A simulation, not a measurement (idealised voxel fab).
The document below concerns the process module designated voxel capacitor over wiring.
Pictured: cross-section cut, 220 nm wide, on a grid of 5 nm square cells.
Square cells in a grid make up a cross-section in this document, and the grid is given as bands, listed from the top down, each one or more rows of cells. The entry gives the band's vertical extent as a top height and a bottom height in nm, then its horizontal make-up as materials from left to right, each with a width in nm. "empty" stands for empty space; a single material marked "everywhere" fills the band edge to edge. Ref level 0: as-received wafer is one material below here. Bottom band extends down with no lower bound ("0 -> down"). A width given as "30..40" starts at the first number in the band's top row and ends at the second number in its bottom row, shifting by an equal amount at every step from row to row. When a step is marked "remained the same", none of the cells in the cross-section changed during that step. Under "Enclosed void inventory" you'll find the enclosed gaps, the ones with no way out to the top, that are 8 cells or bigger; each reads width x height at distance, with distance counted from the left edge, everything in nm. Formally, on a step line, whatever follows the settings is a remark that the simulator itself makes on the step. "overlay nm" denotes, for a step that has a mask, the displacement of the mask to the right of its planned place, with negative values corresponding to the left.

These are the steps we planned for the process
1) RECEIVE,material Si
2) CONFORMAL_DEP,material SiO2,thk nm 15
3) DIRECTIONAL_DEP,material TiN,thk nm 5
4) DIRECTIONAL_DEP,material W,thk nm 20
5) DIRECTIONAL_DEP,material aC,thk nm 10
6) PATTERN,tone cover,mask id METAL_1,material resist,width nm 20,pitch nm 70,thk nm 30,overlay nm 0
7) DIRECTIONAL_ETCH,etch materials aC,depth nm 10
8) STRIP,etch materials resist
9) DIRECTIONAL_ETCH,etch materials W,depth nm 20
10) DIRECTIONAL_ETCH,etch materials TiN,depth nm 5
11) STRIP,etch materials aC
12) CONFORMAL_DEP,material SiCN,thk nm 5
13) FILL_DEP,material lowk,thk nm 5
14) CMP,height nm 40
15) CONFORMAL_DEP,material SiCN,thk nm 5
16) DIRECTIONAL_DEP,material lowk,thk nm 20
17) PATTERN,tone open,mask id PLUG_1,material resist,width nm 15,thk nm 20,overlay nm 0
18) DIRECTIONAL_ETCH,etch materials lowk,depth nm 20
19) DIRECTIONAL_ETCH,etch materials SiCN,depth nm 5
20) STRIP,etch materials resist
21) CONFORMAL_DEP,material TiN,thk nm 5
22) FILL_DEP,material Ru,thk nm 5
23) CMP,height nm 65
24) DIRECTIONAL_DEP,material TiN,thk nm 10
25) DIRECTIONAL_DEP,material HfO2,thk nm 5
26) DIRECTIONAL_DEP,material TiN,thk nm 10
27) PATTERN,tone cover,mask id UPPER_PLATE,material resist,width nm 55,thk nm 15,overlay nm 0
28) DIRECTIONAL_ETCH,etch materials TiN,depth nm 10
29) DIRECTIONAL_ETCH,etch materials HfO2,depth nm 5
30) STRIP,etch materials resist
31) PATTERN,tone cover,mask id LOWER_PLATE,material resist,width nm 65,thk nm 15,overlay nm 0
32) DIRECTIONAL_ETCH,etch materials TiN,depth nm 10
33) STRIP,etch materials resist
34) FILL_DEP,material SiO2,thk nm 15
35) CMP,height nm 100
36) DIRECTIONAL_DEP,material aC,thk nm 15
37) PATTERN,tone open,mask id PLUG_2,material resist,width nm 15,thk nm 30,overlay nm 0
38) DIRECTIONAL_ETCH,etch materials aC,depth nm 15
39) STRIP,etch materials resist
40) DIRECTIONAL_ETCH,etch materials SiO2,depth nm 10
41) STRIP,etch materials aC
42) CONFORMAL_DEP,material TiN,thk nm 5
43) FILL_DEP,material Cu,thk nm 10
44) CMP,height nm 100
45) CONFORMAL_DEP,material SiN,thk nm 5

Wafer, first of two, run as planned

Step 1 complete: cross-section of the wafer as received
- 0 -> down: Si everywhere
- Enclosed void inventory: none

So this is the wafer cross-section right after step 2
- 15 -> 0: SiO2 everywhere
- Heights below 0 show no change.

So this is the wafer cross-section right after step 3
- 20 -> 15: TiN everywhere
- Heights below 15 show no change.

So this is the wafer cross-section right after step 4
- 40 -> 20: W everywhere
- Heights below 20 show no change.

So this is the wafer cross-section right after step 5
- 50 -> 40: aC everywhere
- Heights below 40 show no change.

So this is the wafer cross-section right after step 6
- 80 -> 50: empty=65; resist=20; empty=50; resist=20; empty=65
- Heights below 50 show no change.

So this is the wafer cross-section right after step 7
- 70 -> 50: empty=65; resist=20; empty=50; resist=20; empty=65
- 50 -> 40: empty=65; aC=20; empty=50; aC=20; empty=65
- Heights below 40 show no change.

So this is the wafer cross-section right after step 8
- 50 -> 40: empty=65; aC=20; empty=50; aC=20; empty=65
- Heights below 40 show no change.

So this is the wafer cross-section right after step 9
- 50 -> 40: empty=65; aC=20; empty=50; aC=20; empty=65
- 40 -> 20: empty=65; W=20; empty=50; W=20; empty=65
- Heights below 20 show no change.

So this is the wafer cross-section right after step 10
- 50 -> 40: empty=65; aC=20; empty=50; aC=20; empty=65
- 40 -> 20: empty=65; W=20; empty=50; W=20; empty=65
- 20 -> 15: empty=65; TiN=20; empty=50; TiN=20; empty=65
- Heights below 15 show no change.

So this is the wafer cross-section right after step 11
- 40 -> 20: empty=65; W=20; empty=50; W=20; empty=65
- Heights below 20 show no change.

So this is the wafer cross-section right after step 12
- 45 -> 40: empty=60; SiCN=30; empty=40; SiCN=30; empty=60
- 40 -> 20: empty=60; SiCN=5; W=20; SiCN=5; empty=40; SiCN=5; W=20; SiCN=5; empty=60
- 20 -> 15: SiCN=65; TiN=20; SiCN=50; TiN=20; SiCN=65
- Heights below 15 show no change.

So this is the wafer cross-section right after step 13
- 50 -> 45: lowk everywhere
- 45 -> 40: lowk=60; SiCN=30; lowk=40; SiCN=30; lowk=60
- 40 -> 20: lowk=60; SiCN=5; W=20; SiCN=5; lowk=40; SiCN=5; W=20; SiCN=5; lowk=60
- Heights below 20 show no change.

So this is the wafer cross-section right after step 14
- 40 -> 20: lowk=60; SiCN=5; W=20; SiCN=5; lowk=40; SiCN=5; W=20; SiCN=5; lowk=60
- Heights below 20 show no change.

So this is the wafer cross-section right after step 15
- 45 -> 40: SiCN everywhere
- Heights below 40 show no change.

So this is the wafer cross-section right after step 16
- 65 -> 45: lowk everywhere
- Heights below 45 show no change.

So this is the wafer cross-section right after step 17
- 85 -> 65: resist=70; empty=15; resist=135
- Heights below 65 show no change.

So this is the wafer cross-section right after step 18
- 85 -> 65: resist=70; empty=15; resist=135
- 65 -> 45: lowk=70; empty=15; lowk=135
- Heights below 45 show no change.

So this is the wafer cross-section right after step 19
- 85 -> 65: resist=70; empty=15; resist=135
- 65 -> 45: lowk=70; empty=15; lowk=135
- 45 -> 40: SiCN=70; empty=15; SiCN=135
- Heights below 40 show no change.

So this is the wafer cross-section right after step 20
- 65 -> 45: lowk=70; empty=15; lowk=135
- Heights below 45 show no change.

So this is the wafer cross-section right after step 21
- 70 -> 65: TiN=75; empty=5; TiN=140
- 65 -> 45: lowk=70; TiN=5; empty=5; TiN=5; lowk=135
- 45 -> 40: SiCN=70; TiN=15; SiCN=135
- Heights below 40 show no change.

So this is the wafer cross-section right after step 22
- 75 -> 70: Ru everywhere
- 70 -> 65: TiN=75; Ru=5; TiN=140
- 65 -> 45: lowk=70; TiN=5; Ru=5; TiN=5; lowk=135
- Heights below 45 show no change.

So this is the wafer cross-section right after step 23
- 65 -> 45: lowk=70; TiN=5; Ru=5; TiN=5; lowk=135
- Heights below 45 show no change.

So this is the wafer cross-section right after step 24
- 75 -> 65: TiN everywhere
- Heights below 65 show no change.

So this is the wafer cross-section right after step 25
- 80 -> 75: HfO2 everywhere
- Heights below 75 show no change.

So this is the wafer cross-section right after step 26
- 90 -> 80: TiN everywhere
- Heights below 80 show no change.

So this is the wafer cross-section right after step 27
- 105 -> 90: empty=70; resist=55; empty=95
- Heights below 90 show no change.

So this is the wafer cross-section right after step 28
- 105 -> 90: empty=70; resist=55; empty=95
- 90 -> 80: empty=70; TiN=55; empty=95
- Heights below 80 show no change.

So this is the wafer cross-section right after step 29
- 105 -> 90: empty=70; resist=55; empty=95
- 90 -> 80: empty=70; TiN=55; empty=95
- 80 -> 75: empty=70; HfO2=55; empty=95
- Heights below 75 show no change.

So this is the wafer cross-section right after step 30
- 90 -> 80: empty=70; TiN=55; empty=95
- Heights below 80 show no change.

So this is the wafer cross-section right after step 31
- 105 -> 90: empty=65; resist=65; empty=90
- 90 -> 80: empty=65; resist=5; TiN=55; resist=5; empty=90
- 80 -> 75: empty=65; resist=5; HfO2=55; resist=5; empty=90
- Heights below 75 show no change.

So this is the wafer cross-section right after step 32
- 105 -> 90: empty=65; resist=65; empty=90
- 90 -> 80: empty=65; resist=5; TiN=55; resist=5; empty=90
- 80 -> 75: empty=65; resist=5; HfO2=55; resist=5; empty=90
- 75 -> 65: empty=65; TiN=65; empty=90
- Heights below 65 show no change.

So this is the wafer cross-section right after step 33
- 90 -> 80: empty=70; TiN=55; empty=95
- 80 -> 75: empty=70; HfO2=55; empty=95
- Heights below 75 show no change.

So this is the wafer cross-section right after step 34
- 105 -> 90: SiO2 everywhere
- 90 -> 80: SiO2=70; TiN=55; SiO2=95
- 80 -> 75: SiO2=70; HfO2=55; SiO2=95
- 75 -> 65: SiO2=65; TiN=65; SiO2=90
- Heights below 65 show no change.

So this is the wafer cross-section right after step 35
- 100 -> 90: SiO2 everywhere
- Heights below 90 show no change.

So this is the wafer cross-section right after step 36
- 115 -> 100: aC everywhere
- Heights below 100 show no change.

So this is the wafer cross-section right after step 37
- 145 -> 115: resist=80; empty=15; resist=125
- Heights below 115 show no change.

So this is the wafer cross-section right after step 38
- 130 -> 115: resist=80; empty=15; resist=125
- 115 -> 100: aC=80; empty=15; aC=125
- Heights below 100 show no change.

So this is the wafer cross-section right after step 39
- 115 -> 100: aC=80; empty=15; aC=125
- Heights below 100 show no change.

So this is the wafer cross-section right after step 40
- 115 -> 100: aC=80; empty=15; aC=125
- 100 -> 90: SiO2=80; empty=15; SiO2=125
- Heights below 90 show no change.

So this is the wafer cross-section right after step 41
- 100 -> 90: SiO2=80; empty=15; SiO2=125
- Heights below 90 show no change.

So this is the wafer cross-section right after step 42
- 105 -> 100: TiN=85; empty=5; TiN=130
- 100 -> 95: SiO2=80; TiN=5; empty=5; TiN=5; SiO2=125
- 95 -> 90: SiO2=80; TiN=15; SiO2=125
- Heights below 90 show no change.

So this is the wafer cross-section right after step 43
- 115 -> 105: Cu everywhere
- 105 -> 100: TiN=85; Cu=5; TiN=130
- 100 -> 95: SiO2=80; TiN=5; Cu=5; TiN=5; SiO2=125
- Heights below 95 show no change.

So this is the wafer cross-section right after step 44
- 100 -> 95: SiO2=80; TiN=5; Cu=5; TiN=5; SiO2=125
- Heights below 95 show no change.

So this is the wafer cross-section right after step 45
- 105 -> 100: SiN everywhere
- Heights below 100 show no change.

Second Wafer (Identical Start and Plan, One Processing Error; Matches First Wafer Through Step 24)

The second wafer in cross-section, at the planned close of step 25
- 90 -> 75: HfO2 everywhere
- Heights below 75 show no change.

The second wafer in cross-section, at the planned close of step 26
- 100 -> 90: TiN everywhere
- Heights below 90 show no change.

The second wafer in cross-section, at the planned close of step 27
- 115 -> 100: empty=70; resist=55; empty=95
- Heights below 100 show no change.

The second wafer in cross-section, at the planned close of step 28
- 115 -> 100: empty=70; resist=55; empty=95
- 100 -> 90: empty=70; TiN=55; empty=95
- Heights below 90 show no change.

The second wafer in cross-section, at the planned close of step 29
- 115 -> 100: empty=70; resist=55; empty=95
- 100 -> 90: empty=70; TiN=55; empty=95
- 90 -> 85: empty=70; HfO2=55; empty=95
- Heights below 85 show no change.

The second wafer in cross-section, at the planned close of step 30
- 100 -> 90: empty=70; TiN=55; empty=95
- Heights below 90 show no change.

The second wafer in cross-section, at the planned close of step 31
- 115 -> 100: empty=65; resist=65; empty=90
- 100 -> 90: empty=65; resist=5; TiN=55; resist=5; empty=90
- 90 -> 85: empty=65; resist=5; HfO2=55; resist=5; empty=90
- Heights below 85 show no change.

The second wafer in cross-section, at the planned close of step 32: remained the same

The second wafer in cross-section, at the planned close of step 33
- 100 -> 90: empty=70; TiN=55; empty=95
- 90 -> 85: empty=70; HfO2=55; empty=95
- Heights below 85 show no change.

The second wafer in cross-section, at the planned close of step 34
- 115 -> 100: SiO2 everywhere
- 100 -> 90: SiO2=70; TiN=55; SiO2=95
- 90 -> 85: SiO2=70; HfO2=55; SiO2=95
- Heights below 85 show no change.

The second wafer in cross-section, at the planned close of step 35
- 100 -> 90: SiO2=70; TiN=55; SiO2=95
- Heights below 90 show no change.

The second wafer in cross-section, at the planned close of step 36
- 115 -> 100: aC everywhere
- Heights below 100 show no change.

The second wafer in cross-section, at the planned close of step 37
- 145 -> 115: resist=80; empty=15; resist=125
- Heights below 115 show no change.

The second wafer in cross-section, at the planned close of step 38
- 130 -> 115: resist=80; empty=15; resist=125
- 115 -> 100: aC=80; empty=15; aC=125
- Heights below 100 show no change.

The second wafer in cross-section, at the planned close of step 39
- 115 -> 100: aC=80; empty=15; aC=125
- Heights below 100 show no change.

The second wafer in cross-section, at the planned close of step 40: remained the same

The second wafer in cross-section, at the planned close of step 41
- 100 -> 90: SiO2=70; TiN=55; SiO2=95
- Heights below 90 show no change.

The second wafer in cross-section, at the planned close of step 42
- 105 -> 100: TiN everywhere
- Heights below 100 show no change.

The second wafer in cross-section, at the planned close of step 43
- 115 -> 105: Cu everywhere
- Heights below 105 show no change.

The second wafer in cross-section, at the planned close of step 44
- 100 -> 90: SiO2=70; TiN=55; SiO2=95
- Heights below 90 show no change.

The second wafer in cross-section, at the planned close of step 45
- 105 -> 100: SiN everywhere
- Heights below 100 show no change.
Finding, execution versus plan: note that step 25 departed from the planned setting and was carried out as DIRECTIONAL_DEP,material HfO2,thk nm 15
Final difference in cells, second wafer against first, listed per material as more or fewer: 1 fewer of Cu; 88 more of HfO2; 144 fewer of SiO2; 57 more of TiN
